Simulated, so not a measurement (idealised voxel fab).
process module | voxel self aligned contacts
cross-section cut | 260 nm wide | cells 5 nm
A cross-section is a grid of square cells, given in bands from the top down. A band is one or more rows of cells.
Each band's line starts with the height of the band's top and of its bottom, in nm. Then come its materials from left to right, each with its width in nm. One material with "throughout" fills the band from edge to edge. "air" is empty space.
Height 0 is the level under which the wafer as received is all one material. The lowest band goes on downwards, as in "0 down".
A width such as "30 to 40" changes by the same amount from each row of cells to the next, from the band's top row to its bottom row.
"no change" after a step means that no cell of the cross-section changed.
closed voids: empty space of 8 cells or more with no open way to the top, each as width x height at its distance from the left edge, in nm
after a step's settings: what the simulator itself notes on the step
overlay nm, on a step with a mask: how far to the right of its planned place the mask lay; to the left if negative
plan
1 op RECEIVE | material Si
2 op CONFORMAL_DEP | material SiO2 | thk nm 5
3 op DIRECTIONAL_DEP | material polySi | thk nm 25
4 op DIRECTIONAL_DEP | material SiN | thk nm 25
5 op PATTERN | tone cover | mask id GATE | material resist | width nm 25 | pitch nm 70 | thk nm 20 | overlay nm 0
6 op DIRECTIONAL_ETCH | etch materials SiN | depth nm 25
7 op DIRECTIONAL_ETCH | etch materials polySi | depth nm 25
8 op STRIP | etch materials resist
9 op CONFORMAL_DEP | material SiN | thk nm 10
10 op DIRECTIONAL_ETCH | etch materials SiN | depth nm 10
11 op FILL_DEP | material SiO2 | thk nm 20
12 op CMP | height nm 65
13 op MASKED_ETCH | tone open | mask id CONTACT | width nm 55 | etch materials SiO2 | depth nm 65 | overlay nm 0
14 op CONFORMAL_DEP | material TiN | thk nm 5
15 op FILL_DEP | material Ru | thk nm 5
16 op CMP | height nm 65
17 op CONFORMAL_DEP | material SiN | thk nm 5
first wafer, as planned
as received, after step 1
  0 down: Si throughout
  closed voids: none
after step 2
  5 to 0: SiO2 throughout
  below 0: unchanged
after step 3
  30 to 5: polySi throughout
  below 5: unchanged
after step 4
  55 to 30: SiN throughout
  below 30: unchanged
after step 5
  75 to 55: air 80 | resist 25 | air 45 | resist 25 | air 85
  below 55: unchanged
after step 6
  75 to 55: air 80 | resist 25 | air 45 | resist 25 | air 85
  55 to 30: air 80 | SiN 25 | air 45 | SiN 25 | air 85
  below 30: unchanged
after step 7
  75 to 55: air 80 | resist 25 | air 45 | resist 25 | air 85
  55 to 30: air 80 | SiN 25 | air 45 | SiN 25 | air 85
  30 to 5: air 80 | polySi 25 | air 45 | polySi 25 | air 85
  below 5: unchanged
after step 8
  55 to 30: air 80 | SiN 25 | air 45 | SiN 25 | air 85
  below 30: unchanged
after step 9
  65 to 30: air 70 | SiN 45 | air 25 | SiN 45 | air 75
  30 to 15: air 70 | SiN 10 | polySi 25 | SiN 10 | air 25 | SiN 10 | polySi 25 | SiN 10 | air 75
  15 to 5: SiN 80 | polySi 25 | SiN 45 | polySi 25 | SiN 85
  below 5: unchanged
after step 10
  55 to 30: air 70 | SiN 45 | air 25 | SiN 45 | air 75
  30 to 5: air 70 | SiN 10 | polySi 25 | SiN 10 | air 25 | SiN 10 | polySi 25 | SiN 10 | air 75
  below 5: unchanged
after step 11
  75 to 55: SiO2 throughout
  55 to 30: SiO2 70 | SiN 45 | SiO2 25 | SiN 45 | SiO2 75
  30 to 5: SiO2 70 | SiN 10 | polySi 25 | SiN 10 | SiO2 25 | SiN 10 | polySi 25 | SiN 10 | SiO2 75
  below 5: unchanged
after step 12
  65 to 55: SiO2 throughout
  below 55: unchanged
after step 13
  65 to 55: SiO2 100 | air 55 | SiO2 105
  55 to 30: SiO2 70 | SiN 45 | air 25 | SiN 45 | SiO2 75
  30 to 5: SiO2 70 | SiN 10 | polySi 25 | SiN 10 | air 25 | SiN 10 | polySi 25 | SiN 10 | SiO2 75
  5 to 0: SiO2 115 | air 25 | SiO2 120
  below 0: unchanged
after step 14
  70 to 65: TiN 105 | air 45 | TiN 110
  65 to 55: SiO2 100 | TiN 5 to 20 | air 45 to 15 | TiN 5 to 20 | SiO2 105
  55 to 30: SiO2 70 | SiN 45 | TiN 5 | air 15 | TiN 5 | SiN 45 | SiO2 75
  30 to 5: SiO2 70 | SiN 10 | polySi 25 | SiN 10 | TiN 5 | air 15 | TiN 5 | SiN 10 | polySi 25 | SiN 10 | SiO2 75
  5 to 0: SiO2 115 | TiN 25 | SiO2 120
  below 0: unchanged
after step 15
  75 to 70: Ru throughout
  70 to 65: TiN 105 | Ru 45 | TiN 110
  65 to 55: SiO2 100 | TiN 5 to 20 | Ru 45 to 15 | TiN 5 to 20 | SiO2 105
  55 to 30: SiO2 70 | SiN 45 | TiN 5 | Ru 15 | TiN 5 | SiN 45 | SiO2 75
  30 to 5: SiO2 70 | SiN 10 | polySi 25 | SiN 10 | TiN 5 | Ru 15 | TiN 5 | SiN 10 | polySi 25 | SiN 10 | SiO2 75
  below 5: unchanged
after step 16
  65 to 55: SiO2 100 | TiN 5 to 20 | Ru 45 to 15 | TiN 5 to 20 | SiO2 105
  below 55: unchanged
after step 17
  70 to 65: SiN throughout
  below 65: unchanged
second wafer: like start, like plan, one mistake. Through step 2 it matches the first wafer
when step 3 should have ended
  55 to 5: polySi throughout
  below 5: unchanged
when step 4 should have ended
  80 to 55: SiN throughout
  below 55: unchanged
when step 5 should have ended
  100 to 80: air 80 | resist 25 | air 45 | resist 25 | air 85
  below 80: unchanged
when step 6 should have ended
  100 to 80: air 80 | resist 25 | air 45 | resist 25 | air 85
  80 to 55: air 80 | SiN 25 | air 45 | SiN 25 | air 85
  below 55: unchanged
when step 7 should have ended
  100 to 80: air 80 | resist 25 | air 45 | resist 25 | air 85
  80 to 55: air 80 | SiN 25 | air 45 | SiN 25 | air 85
  55 to 30: air 80 | polySi 25 | air 45 | polySi 25 | air 85
  below 30: unchanged
when step 8 should have ended
  80 to 55: air 80 | SiN 25 | air 45 | SiN 25 | air 85
  below 55: unchanged
when step 9 should have ended
  90 to 55: air 70 | SiN 45 | air 25 | SiN 45 | air 75
  55 to 40: air 70 | SiN 10 | polySi 25 | SiN 10 | air 25 | SiN 10 | polySi 25 | SiN 10 | air 75
  40 to 30: SiN 80 | polySi 25 | SiN 45 | polySi 25 | SiN 85
  below 30: unchanged
when step 10 should have ended
  80 to 55: air 70 | SiN 45 | air 25 | SiN 45 | air 75
  55 to 30: air 70 | SiN 10 | polySi 25 | SiN 10 | air 25 | SiN 10 | polySi 25 | SiN 10 | air 75
  below 30: unchanged
when step 11 should have ended
  100 to 80: SiO2 throughout
  80 to 55: SiO2 70 | SiN 45 | SiO2 25 | SiN 45 | SiO2 75
  55 to 30: SiO2 70 | SiN 10 | polySi 25 | SiN 10 | SiO2 25 | SiN 10 | polySi 25 | SiN 10 | SiO2 75
  below 30: unchanged
when step 12 should have ended
  65 to 55: SiO2 70 | SiN 45 | SiO2 25 | SiN 45 | SiO2 75
  below 55: unchanged
when step 13 should have ended
  65 to 55: SiO2 70 | SiN 45 | air 25 | SiN 45 | SiO2 75
  55 to 30: SiO2 70 | SiN 10 | polySi 25 | SiN 10 | air 25 | SiN 10 | polySi 25 | SiN 10 | SiO2 75
  below 30: unchanged
when step 14 should have ended
  70 to 65: TiN 120 | air 15 | TiN 125
  65 to 55: SiO2 70 | SiN 45 | TiN 5 | air 15 | TiN 5 | SiN 45 | SiO2 75
  55 to 35: SiO2 70 | SiN 10 | polySi 25 | SiN 10 | TiN 5 | air 15 | TiN 5 | SiN 10 | polySi 25 | SiN 10 | SiO2 75
  35 to 30: SiO2 70 | SiN 10 | polySi 25 | SiN 10 | TiN 25 | SiN 10 | polySi 25 | SiN 10 | SiO2 75
  below 30: unchanged
when step 15 should have ended
  75 to 70: Ru throughout
  70 to 65: TiN 120 | Ru 15 | TiN 125
  65 to 55: SiO2 70 | SiN 45 | TiN 5 | Ru 15 | TiN 5 | SiN 45 | SiO2 75
  55 to 35: SiO2 70 | SiN 10 | polySi 25 | SiN 10 | TiN 5 | Ru 15 | TiN 5 | SiN 10 | polySi 25 | SiN 10 | SiO2 75
  below 35: unchanged
when step 16 should have ended
  65 to 55: SiO2 70 | SiN 45 | TiN 5 | Ru 15 | TiN 5 | SiN 45 | SiO2 75
  below 55: unchanged
when step 17 should have ended
  70 to 65: SiN throughout
  below 65: unchanged
what went wrong: step 3 was run twice
at the end the second wafer has, in cells: 24 fewer of Ru | 54 fewer of SiN | 164 fewer of SiO2 | 18 fewer of TiN | 260 more of polySi
